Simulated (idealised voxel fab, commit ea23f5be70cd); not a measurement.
process module | voxel quadruple lines
cross-section cut | 215 nm wide | cells 5 nm
A cross-section is a grid of square cells, given in bands from the top down. A band is one or more rows of cells.
Each band's line starts with the height of the band's top and of its bottom, in nm. Then come its materials from left to right, each with its width in nm. One material with "throughout" fills the band from edge to edge. "air" is empty space.
Height 0 is the level under which the wafer as received is all one material. The lowest band goes on downwards, as in "0 down".
A width such as "30 to 40" changes by the same amount from each row of cells to the next, from the band's top row to its bottom row.
"no change" after a step means that no cell of the cross-section changed.
closed voids: empty space of 8 cells or more with no open way to the top, each as width x height at its distance from the left edge, in nm
after a step's settings: what the simulator itself notes on the step
overlay nm, on a step with a mask: how far to the right of its planned place the mask lay; to the left if negative
plan
1 op RECEIVE | material Si
2 op CONFORMAL_DEP | material SiO2 | thk nm 5
3 op DIRECTIONAL_DEP | material TiN | thk nm 15
4 op DIRECTIONAL_DEP | material polySi | thk nm 15
5 op DIRECTIONAL_DEP | material aC | thk nm 25
6 op PATTERN | tone cover | mask id MANDREL | material resist | width nm 35 | thk nm 35 | overlay nm 0
7 op DIRECTIONAL_ETCH | etch materials aC | depth nm 25
8 op STRIP | etch materials resist
9 op CONFORMAL_DEP | material SiO2 | thk nm 15
10 op DIRECTIONAL_ETCH | etch materials SiO2 | depth nm 15
11 op STRIP | etch materials aC
12 op DIRECTIONAL_ETCH | etch materials polySi | depth nm 15
13 op STRIP | etch materials SiO2
14 op CONFORMAL_DEP | material SiCN | thk nm 10
15 op DIRECTIONAL_ETCH | etch materials SiCN | depth nm 10
16 op STRIP | etch materials polySi
17 op DIRECTIONAL_ETCH | etch materials TiN | depth nm 15
18 op STRIP | etch materials SiCN
19 op FILL_DEP | material lowk | thk nm 10
20 op CMP | height nm 20
first wafer, as planned
as received, after step 1
  0 down: Si throughout
  closed voids: none
after step 2
  5 to 0: SiO2 throughout
  below 0: unchanged
after step 3
  20 to 5: TiN throughout
  below 5: unchanged
after step 4
  35 to 20: polySi throughout
  below 20: unchanged
after step 5
  60 to 35: aC throughout
  below 35: unchanged
after step 6
  95 to 60: air 90 | resist 35 | air 90
  below 60: unchanged
after step 7
  70 to 60: air 90 | resist 35 | air 90
  60 to 35: air 90 | aC 35 | air 90
  below 35: unchanged
after step 8
  60 to 35: air 90 | aC 35 | air 90
  below 35: unchanged
after step 9
  75 to 60: air 75 | SiO2 65 | air 75
  60 to 50: air 75 | SiO2 15 | aC 35 | SiO2 15 | air 75
  50 to 35: SiO2 90 | aC 35 | SiO2 90
  below 35: unchanged
after step 10
  60 to 35: air 75 | SiO2 15 | aC 35 | SiO2 15 | air 75
  below 35: unchanged
after step 11
  60 to 35: air 75 | SiO2 15 | air 35 | SiO2 15 | air 75
  below 35: unchanged
after step 12
  60 to 35: air 75 | SiO2 15 | air 35 | SiO2 15 | air 75
  35 to 20: air 75 | polySi 15 | air 35 | polySi 15 | air 75
  below 20: unchanged
after step 13
  35 to 20: air 75 | polySi 15 | air 35 | polySi 15 | air 75
  below 20: unchanged
after step 14
  45 to 35: air 65 | SiCN 35 | air 15 | SiCN 35 | air 65
  35 to 30: air 65 | SiCN 10 | polySi 15 | SiCN 10 | air 15 | SiCN 10 | polySi 15 | SiCN 10 | air 65
  30 to 20: SiCN 75 | polySi 15 | SiCN 35 | polySi 15 | SiCN 75
  below 20: unchanged
after step 15
  35 to 20: air 65 | SiCN 10 | polySi 15 | SiCN 10 | air 15 | SiCN 10 | polySi 15 | SiCN 10 | air 65
  below 20: unchanged
after step 16
  35 to 20: air 65 | SiCN 10 | air 15 | SiCN 10 | air 15 | SiCN 10 | air 15 | SiCN 10 | air 65
  below 20: unchanged
after step 17
  35 to 20: air 65 | SiCN 10 | air 15 | SiCN 10 | air 15 | SiCN 10 | air 15 | SiCN 10 | air 65
  20 to 5: air 65 | TiN 10 | air 15 | TiN 10 | air 15 | TiN 10 | air 15 | TiN 10 | air 65
  below 5: unchanged
after step 18
  20 to 5: air 65 | TiN 10 | air 15 | TiN 10 | air 15 | TiN 10 | air 15 | TiN 10 | air 65
  below 5: unchanged
after step 19
  30 to 20: lowk throughout
  20 to 5: lowk 65 | TiN 10 | lowk 15 | TiN 10 | lowk 15 | TiN 10 | lowk 15 | TiN 10 | lowk 65
  below 5: unchanged
after step 20
  20 to 5: lowk 65 | TiN 10 | lowk 15 | TiN 10 | lowk 15 | TiN 10 | lowk 15 | TiN 10 | lowk 65
  below 5: unchanged
second wafer: like start, like plan, one mistake. Through step 1 it matches the first wafer
when step 2 should have ended: no change
when step 3 should have ended
  15 to 0: TiN throughout
  below 0: unchanged
when step 4 should have ended
  30 to 15: polySi throughout
  below 15: unchanged
when step 5 should have ended
  55 to 30: aC throughout
  below 30: unchanged
when step 6 should have ended
  90 to 55: air 90 | resist 35 | air 90
  below 55: unchanged
when step 7 should have ended
  65 to 55: air 90 | resist 35 | air 90
  55 to 30: air 90 | aC 35 | air 90
  below 30: unchanged
when step 8 should have ended
  55 to 30: air 90 | aC 35 | air 90
  below 30: unchanged
when step 9 should have ended
  70 to 55: air 75 | SiO2 65 | air 75
  55 to 45: air 75 | SiO2 15 | aC 35 | SiO2 15 | air 75
  45 to 30: SiO2 90 | aC 35 | SiO2 90
  below 30: unchanged
when step 10 should have ended
  55 to 30: air 75 | SiO2 15 | aC 35 | SiO2 15 | air 75
  below 30: unchanged
when step 11 should have ended
  55 to 30: air 75 | SiO2 15 | air 35 | SiO2 15 | air 75
  below 30: unchanged
when step 12 should have ended
  55 to 30: air 75 | SiO2 15 | air 35 | SiO2 15 | air 75
  30 to 15: air 75 | polySi 15 | air 35 | polySi 15 | air 75
  below 15: unchanged
when step 13 should have ended
  30 to 15: air 75 | polySi 15 | air 35 | polySi 15 | air 75
  below 15: unchanged
when step 14 should have ended
  40 to 30: air 65 | SiCN 35 | air 15 | SiCN 35 | air 65
  30 to 25: air 65 | SiCN 10 | polySi 15 | SiCN 10 | air 15 | SiCN 10 | polySi 15 | SiCN 10 | air 65
  25 to 15: SiCN 75 | polySi 15 | SiCN 35 | polySi 15 | SiCN 75
  below 15: unchanged
when step 15 should have ended
  30 to 15: air 65 | SiCN 10 | polySi 15 | SiCN 10 | air 15 | SiCN 10 | polySi 15 | SiCN 10 | air 65
  below 15: unchanged
when step 16 should have ended
  30 to 15: air 65 | SiCN 10 | air 15 | SiCN 10 | air 15 | SiCN 10 | air 15 | SiCN 10 | air 65
  below 15: unchanged
when step 17 should have ended
  30 to 15: air 65 | SiCN 10 | air 15 | SiCN 10 | air 15 | SiCN 10 | air 15 | SiCN 10 | air 65
  15 to 0: air 65 | TiN 10 | air 15 | TiN 10 | air 15 | TiN 10 | air 15 | TiN 10 | air 65
  below 0: unchanged
when step 18 should have ended
  15 to 0: air 65 | TiN 10 | air 15 | TiN 10 | air 15 | TiN 10 | air 15 | TiN 10 | air 65
  below 0: unchanged
when step 19 should have ended
  25 to 15: lowk throughout
  15 to 0: lowk 65 | TiN 10 | lowk 15 | TiN 10 | lowk 15 | TiN 10 | lowk 15 | TiN 10 | lowk 65
  below 0: unchanged
when step 20 should have ended
  20 to 15: lowk throughout
  below 15: unchanged
what went wrong: step 2 was left out
at the end the second wafer has, in cells: 43 fewer of SiO2 | 43 more of lowk
